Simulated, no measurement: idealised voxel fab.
Herein follows the process module entitled voxel spacer lines.
Section cut is 200 nm wide and gridded with 5 nm square cells.
Notation: cross-section as square-cell grid; stated in bands, top first, going down; one or more cell rows per band. This entry defines a band. It first specifies the height of the band's top and the height of its bottom in nm, and then specifies the band's materials from left to right, stating each material with its width in nm. The word "all across" identifies a single material that fills the band from edge to edge, while the word "blank" identifies empty space. Heights from 0 (as-received wafer is one material below). Bottom band endless downward, as "from 0 down". Think of "30->40" as a width that walks from the first number to the second as you go down the band, top row to bottom row, taking equal-sized steps from row to row. You'll sometimes find "stayed the same" written for a step, and that's the way of saying that nowhere in the cross-section did a cell change during that step. Look at "Enclosed internal cavities" for the closed voids: empty spaces with no open path to the top, sized 8 cells or up. Each is width x height at distance, distance from the left edge, all nm. Heads up: the bit after the settings on a step's line is the simulator's remark on that step. overlay nm: mask offset rightward from planned place, masked step; negative means leftward offset.

[Intended process steps]
| 1 | op RECEIVE | material Si |
| 2 | op CONFORMAL_DEP | material Al2O3 | thk nm 5 |
| 3 | op DIRECTIONAL_DEP | material W | thk nm 15 |
| 4 | op DIRECTIONAL_DEP | material polySi | thk nm 25 |
| 5 | op PATTERN | tone cover | mask id MANDREL | material resist | width nm 15 | pitch nm 70 | thk nm 35 | overlay nm 0 |
| 6 | op DIRECTIONAL_ETCH | etch materials polySi | depth nm 25 |
| 7 | op STRIP | etch materials resist |
| 8 | op CONFORMAL_DEP | material SiN | thk nm 15 |
| 9 | op DIRECTIONAL_ETCH | etch materials SiN | depth nm 15 |
| 10 | op STRIP | etch materials polySi |
| 11 | op DIRECTIONAL_ETCH | etch materials W | depth nm 15 |
| 12 | op STRIP | etch materials SiN |
| 13 | op FILL_DEP | material lowk | thk nm 5 |
| 14 | op CMP | height nm 20 |
Where the wafers of this document differ is in the width nm of step 5; they start out the same, and the plan states the value that applied to the first wafer.

[First of several wafers, received after step 1, in cross-section]
    from 0 down = Si all across
    Enclosed internal cavities: none

[Take a look at the first of several wafers in cross-section: the module is done, and step 14 was its last step]
    from 20 to 5 = lowk 45 nm | W 15 nm | lowk 15 nm | W 15 nm | lowk 25 nm | W 15 nm | lowk 15 nm | W 15 nm | lowk 40 nm
    from 5 to 0 = Al2O3 all across
    from 0 down = Si all across
    Enclosed internal cavities: none

[Cross-sectional depiction of the last of several wafers upon completion of the module]
    from 20 to 5 = lowk 35 nm | W 15 nm | lowk 35 nm | W 15 nm | lowk 5 nm | W 15 nm | lowk 35 nm | W 15 nm | lowk 30 nm
    from 5 to 0 = Al2O3 all across
    from 0 down = Si all across
    Enclosed internal cavities: none

[For your reference, the table is organized with a row per wafer; each row reflects the wafer at the end of the module, indicating for each material the cells gained (+) or lost (-) since receipt, and thereafter its closed voids]
width nm 15, +40 Al2O3, +36 W, +84 lowk, Enclosed internal cavities: none
width nm 20, +40 Al2O3, +36 W, +84 lowk, Enclosed internal cavities: none
width nm 25, +40 Al2O3, +36 W, +84 lowk, Enclosed internal cavities: none
width nm 30, +40 Al2O3, +36 W, +84 lowk, Enclosed internal cavities: none
width nm 35, +40 Al2O3, +36 W, +84 lowk, Enclosed internal cavities: none
